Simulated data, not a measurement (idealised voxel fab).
voxel gate over fins: a process module
Each square cell in cross-section cut measures 5 nm, and the section as a whole is 235 nm wide.
Throughout this document, each cross-section is represented as a grid of square cells and is presented as a sequence of bands enumerated from the top downward, where a band comprises one or more rows of cells.
Heights first: top, then bottom, in nm. Then materials, left to right, each with a width in nm. "everywhere" on a single material: fills the band edge to edge. "blank": empty space.
Ref level 0: as-received wafer is one material below here. Bottom band extends down with no lower bound ("0 -> down").
A width such as "30..40" changes by the same amount from each row of cells to the next, from the band's top row to its bottom row.
For the purposes of this document, the phrase "identical to before" attached to a step denotes that no cell within the cross-section was modified by that step.
"Closed cavity list" means: voids of 8 cells or more that are shut off from the top with no open way through. Written width x height at distance, distance from the left edge, in nm.
Read whatever lies past the settings on a step's line as the simulator's own remark about the step.
"overlay nm" on a masked step: distance the mask lay right of its planned place, negative for left.

[This section lists the process steps that were planned]
1: RECEIVE: material Si
2: CONFORMAL_DEP: material SiN, thk nm 5
3: PATTERN: tone cover, mask id FINS, material resist, width nm 15, pitch nm 50, thk nm 20, overlay nm 0
4: DIRECTIONAL_ETCH: etch materials SiN, depth nm 5
5: DIRECTIONAL_ETCH: etch materials Si, depth nm 30
6: STRIP: etch materials resist
7: FILL_DEP: material SiO2, thk nm 5
8: CMP: height nm 5
9: PATTERN: tone open, mask id RAIL, material resist, width nm 15, thk nm 20, overlay nm 0
10: DIRECTIONAL_ETCH: etch materials SiO2, depth nm 30
11: STRIP: etch materials resist
12: CONFORMAL_DEP: material TiN, thk nm 5
13: FILL_DEP: material Ru, thk nm 5
14: CMP: height nm 5
15: SELECTIVE_ETCH: etch materials W Ru TiN, depth nm 20
16: FILL_DEP: material SiO2, thk nm 5
17: CMP: height nm 5
18: SELECTIVE_ETCH: etch materials SiO2, depth nm 15
19: STRIP: etch materials SiN
20: CONFORMAL_DEP: material HfO2, thk nm 5
21: CONFORMAL_DEP: material TiN, thk nm 5
22: CONFORMAL_DEP: material TiAl, thk nm 5
23: CONFORMAL_DEP: material TiN, thk nm 5
24: FILL_DEP: material W, thk nm 15
25: CMP: height nm 20
26: CONFORMAL_DEP: material SiN, thk nm 10
Don't read the plan's height nm for step 25 as applying to every wafer: that's the first wafer's value, and the wafers differ in it, though they all start identical.

[The first of several wafers as received, shown in cross-section; this is its state after step 1]
> 0 -> down: Si everywhere
> Closed cavity list: none

[Cross-section of the first of several wafers once the module has run through its last step, step 26]
> 30 -> 20: SiN everywhere
> 20 -> 15: W (65)  TiN (105)  W (65)
> 15 -> 10: W (65)  TiN (5)  TiAl (45)  TiN (5)  TiAl (45)  TiN (5)  W (65)
> 10 -> 5: TiN (70)  TiAl (5)  TiN (35)  TiAl (5)  TiN (5)  TiAl (5)  TiN (35)  TiAl (5)  TiN (70)
> 5 -> 0: TiAl (75)  TiN (5)  HfO2 (25)  TiN (5)  TiAl (15)  TiN (5)  HfO2 (25)  TiN (5)  TiAl (75)
> 0 -> -5: TiN (80)  HfO2 (5)  Si (15)  HfO2 (5)  TiN (25)  HfO2 (5)  Si (15)  HfO2 (5)  TiN (80)
> -5 -> -10: HfO2 (85)  Si (15)  HfO2 (35)  Si (15)  HfO2 (85)
> -10 -> -15: SiO2 (85)  Si (15)  SiO2 (35)  Si (15)  SiO2 (85)
> -15 -> -20: SiO2 (85)  Si (15)  SiO2 (10)  TiN (5)  Ru (5)  TiN (5)  SiO2 (10)  Si (15)  SiO2 (85)
> -20 -> -25: SiO2 (85)  Si (15)  SiO2 (10)  TiN (15)  SiO2 (10)  Si (15)  SiO2 (85)
> -25 -> -30: SiO2 (85)  Si (15)  SiO2 (35)  Si (15)  SiO2 (85)
> -30 -> down: Si everywhere
> Closed cavity list: none

[Cross-section, last wafer, module completion]
> 45 -> 35: SiN everywhere
> 35 -> 20: W everywhere
> 20 -> 15: W (65)  TiN (105)  W (65)
> 15 -> 10: W (65)  TiN (5)  TiAl (45)  TiN (5)  TiAl (45)  TiN (5)  W (65)
> 10 -> 5: TiN (70)  TiAl (5)  TiN (35)  TiAl (5)  TiN (5)  TiAl (5)  TiN (35)  TiAl (5)  TiN (70)
> 5 -> 0: TiAl (75)  TiN (5)  HfO2 (25)  TiN (5)  TiAl (15)  TiN (5)  HfO2 (25)  TiN (5)  TiAl (75)
> 0 -> -5: TiN (80)  HfO2 (5)  Si (15)  HfO2 (5)  TiN (25)  HfO2 (5)  Si (15)  HfO2 (5)  TiN (80)
> -5 -> -10: HfO2 (85)  Si (15)  HfO2 (35)  Si (15)  HfO2 (85)
> -10 -> -15: SiO2 (85)  Si (15)  SiO2 (35)  Si (15)  SiO2 (85)
> -15 -> -20: SiO2 (85)  Si (15)  SiO2 (10)  TiN (5)  Ru (5)  TiN (5)  SiO2 (10)  Si (15)  SiO2 (85)
> -20 -> -25: SiO2 (85)  Si (15)  SiO2 (10)  TiN (15)  SiO2 (10)  Si (15)  SiO2 (85)
> -25 -> -30: SiO2 (85)  Si (15)  SiO2 (35)  Si (15)  SiO2 (85)
> -30 -> down: Si everywhere
> Closed cavity list: none

[Row per wafer, end-of-module: cell gain (+)/loss (-) by material since the wafer came in, then closed voids]
height nm 20, +55 HfO2, +1 Ru, -246 Si, +94 SiN, +158 SiO2, +55 TiAl, +113 TiN, +52 W, Closed cavity list: none
height nm 25, +55 HfO2, +1 Ru, -246 Si, +94 SiN, +158 SiO2, +55 TiAl, +113 TiN, +99 W, Closed cavity list: none
height nm 30, +55 HfO2, +1 Ru, -246 Si, +94 SiN, +158 SiO2, +55 TiAl, +113 TiN, +146 W, Closed cavity list: none
height nm 35, +55 HfO2, +1 Ru, -246 Si, +94 SiN, +158 SiO2, +55 TiAl, +113 TiN, +193 W, Closed cavity list: none
